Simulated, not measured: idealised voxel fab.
process module | voxel spacer lines
cross-section cut | 220 nm wide | cells 5 nm
A cross-section is a grid of square cells, given in bands from the top down. A band is one or more rows of cells.
Each band's line starts with the height of the band's top and of its bottom, in nm. Then come its materials from left to right, each with its width in nm. One material with "throughout" fills the band from edge to edge. "air" is empty space.
Height 0 is the level under which the wafer as received is all one material. The lowest band goes on downwards, as in "0 down".
A width such as "30 to 40" changes by the same amount from each row of cells to the next, from the band's top row to its bottom row.
"no change" after a step means that no cell of the cross-section changed.
closed voids: empty space of 8 cells or more with no open way to the top, each as width x height at its distance from the left edge, in nm
after a step's settings: what the simulator itself notes on the step
overlay nm, on a step with a mask: how far to the right of its planned place the mask lay; to the left if negative
plan
1 op RECEIVE | material Si
2 op CONFORMAL_DEP | material Al2O3 | thk nm 10
3 op DIRECTIONAL_DEP | material SiN | thk nm 10
4 op DIRECTIONAL_DEP | material aC | thk nm 25
5 op PATTERN | tone cover | mask id MANDREL | material resist | width nm 15 | pitch nm 60 | thk nm 30 | overlay nm 0
6 op DIRECTIONAL_ETCH | etch materials aC | depth nm 25
7 op STRIP | etch materials resist
8 op CONFORMAL_DEP | material SiO2 | thk nm 15
9 op DIRECTIONAL_ETCH | etch materials SiO2 | depth nm 15
10 op STRIP | etch materials aC
11 op DIRECTIONAL_ETCH | etch materials SiN | depth nm 10
12 op STRIP | etch materials SiO2
13 op FILL_DEP | material SiO2 | thk nm 5
14 op CMP | height nm 20
first wafer, as planned
as received, after step 1
  0 down: Si throughout
  closed voids: none
after step 2
  10 to 0: Al2O3 throughout
  below 0: unchanged
after step 3
  20 to 10: SiN throughout
  below 10: unchanged
after step 4
  45 to 20: aC throughout
  below 20: unchanged
after step 5
  75 to 45: air 40 | resist 15 | air 45 | resist 15 | air 45 | resist 15 | air 45
  below 45: unchanged
after step 6
  50 to 45: air 40 | resist 15 | air 45 | resist 15 | air 45 | resist 15 | air 45
  45 to 20: air 40 | aC 15 | air 45 | aC 15 | air 45 | aC 15 | air 45
  below 20: unchanged
after step 7
  45 to 20: air 40 | aC 15 | air 45 | aC 15 | air 45 | aC 15 | air 45
  below 20: unchanged
after step 8
  60 to 45: air 25 | SiO2 45 | air 15 | SiO2 45 | air 15 | SiO2 45 | air 30
  45 to 35: air 25 | SiO2 15 | aC 15 | SiO2 15 | air 15 | SiO2 15 | aC 15 | SiO2 15 | air 15 | SiO2 15 | aC 15 | SiO2 15 | air 30
  35 to 20: SiO2 40 | aC 15 | SiO2 45 | aC 15 | SiO2 45 | aC 15 | SiO2 45
  below 20: unchanged
after step 9
  45 to 20: air 25 | SiO2 15 | aC 15 | SiO2 15 | air 15 | SiO2 15 | aC 15 | SiO2 15 | air 15 | SiO2 15 | aC 15 | SiO2 15 | air 30
  below 20: unchanged
after step 10
  45 to 20: air 25 | SiO2 15 | air 15 | SiO2 15 | air 15 | SiO2 15 | air 15 | SiO2 15 | air 15 | SiO2 15 | air 15 | SiO2 15 | air 30
  below 20: unchanged
after step 11
  45 to 20: air 25 | SiO2 15 | air 15 | SiO2 15 | air 15 | SiO2 15 | air 15 | SiO2 15 | air 15 | SiO2 15 | air 15 | SiO2 15 | air 30
  20 to 10: air 25 | SiN 15 | air 15 | SiN 15 | air 15 | SiN 15 | air 15 | SiN 15 | air 15 | SiN 15 | air 15 | SiN 15 | air 30
  below 10: unchanged
after step 12
  20 to 10: air 25 | SiN 15 | air 15 | SiN 15 | air 15 | SiN 15 | air 15 | SiN 15 | air 15 | SiN 15 | air 15 | SiN 15 | air 30
  below 10: unchanged
after step 13
  25 to 20: SiO2 throughout
  20 to 10: SiO2 25 | SiN 15 | SiO2 15 | SiN 15 | SiO2 15 | SiN 15 | SiO2 15 | SiN 15 | SiO2 15 | SiN 15 | SiO2 15 | SiN 15 | SiO2 30
  below 10: unchanged
after step 14
  20 to 10: SiO2 25 | SiN 15 | SiO2 15 | SiN 15 | SiO2 15 | SiN 15 | SiO2 15 | SiN 15 | SiO2 15 | SiN 15 | SiO2 15 | SiN 15 | SiO2 30
  below 10: unchanged
second wafer: like start, like plan, one mistake. Through step 4 it matches the first wafer
when step 5 should have ended
  75 to 45: air 40 | resist 20 | air 40 | resist 20 | air 40 | resist 20 | air 40
  below 45: unchanged
when step 6 should have ended
  50 to 45: air 40 | resist 20 | air 40 | resist 20 | air 40 | resist 20 | air 40
  45 to 20: air 40 | aC 20 | air 40 | aC 20 | air 40 | aC 20 | air 40
  below 20: unchanged
when step 7 should have ended
  45 to 20: air 40 | aC 20 | air 40 | aC 20 | air 40 | aC 20 | air 40
  below 20: unchanged
when step 8 should have ended
  60 to 45: air 25 | SiO2 50 | air 10 | SiO2 50 | air 10 | SiO2 50 | air 25
  45 to 35: air 25 | SiO2 15 | aC 20 | SiO2 15 | air 10 | SiO2 15 | aC 20 | SiO2 15 | air 10 | SiO2 15 | aC 20 | SiO2 15 | air 25
  35 to 20: SiO2 40 | aC 20 | SiO2 40 | aC 20 | SiO2 40 | aC 20 | SiO2 40
  below 20: unchanged
when step 9 should have ended
  45 to 20: air 25 | SiO2 15 | aC 20 | SiO2 15 | air 10 | SiO2 15 | aC 20 | SiO2 15 | air 10 | SiO2 15 | aC 20 | SiO2 15 | air 25
  below 20: unchanged
when step 10 should have ended
  45 to 20: air 25 | SiO2 15 | air 20 | SiO2 15 | air 10 | SiO2 15 | air 20 | SiO2 15 | air 10 | SiO2 15 | air 20 | SiO2 15 | air 25
  below 20: unchanged
when step 11 should have ended
  45 to 20: air 25 | SiO2 15 | air 20 | SiO2 15 | air 10 | SiO2 15 | air 20 | SiO2 15 | air 10 | SiO2 15 | air 20 | SiO2 15 | air 25
  20 to 10: air 25 | SiN 15 | air 20 | SiN 15 | air 10 | SiN 15 | air 20 | SiN 15 | air 10 | SiN 15 | air 20 | SiN 15 | air 25
  below 10: unchanged
when step 12 should have ended
  20 to 10: air 25 | SiN 15 | air 20 | SiN 15 | air 10 | SiN 15 | air 20 | SiN 15 | air 10 | SiN 15 | air 20 | SiN 15 | air 25
  below 10: unchanged
when step 13 should have ended
  25 to 20: SiO2 throughout
  20 to 10: SiO2 25 | SiN 15 | SiO2 20 | SiN 15 | SiO2 10 | SiN 15 | SiO2 20 | SiN 15 | SiO2 10 | SiN 15 | SiO2 20 | SiN 15 | SiO2 25
  below 10: unchanged
when step 14 should have ended
  20 to 10: SiO2 25 | SiN 15 | SiO2 20 | SiN 15 | SiO2 10 | SiN 15 | SiO2 20 | SiN 15 | SiO2 10 | SiN 15 | SiO2 20 | SiN 15 | SiO2 25
  below 10: unchanged
what went wrong: step 5 ran as: op PATTERN | tone cover | mask id MANDREL | material resist | width nm 20 | pitch nm 60 | thk nm 30 | overlay nm 0
at the end the second wafer has, in cells: as many of each material as the first, in other places
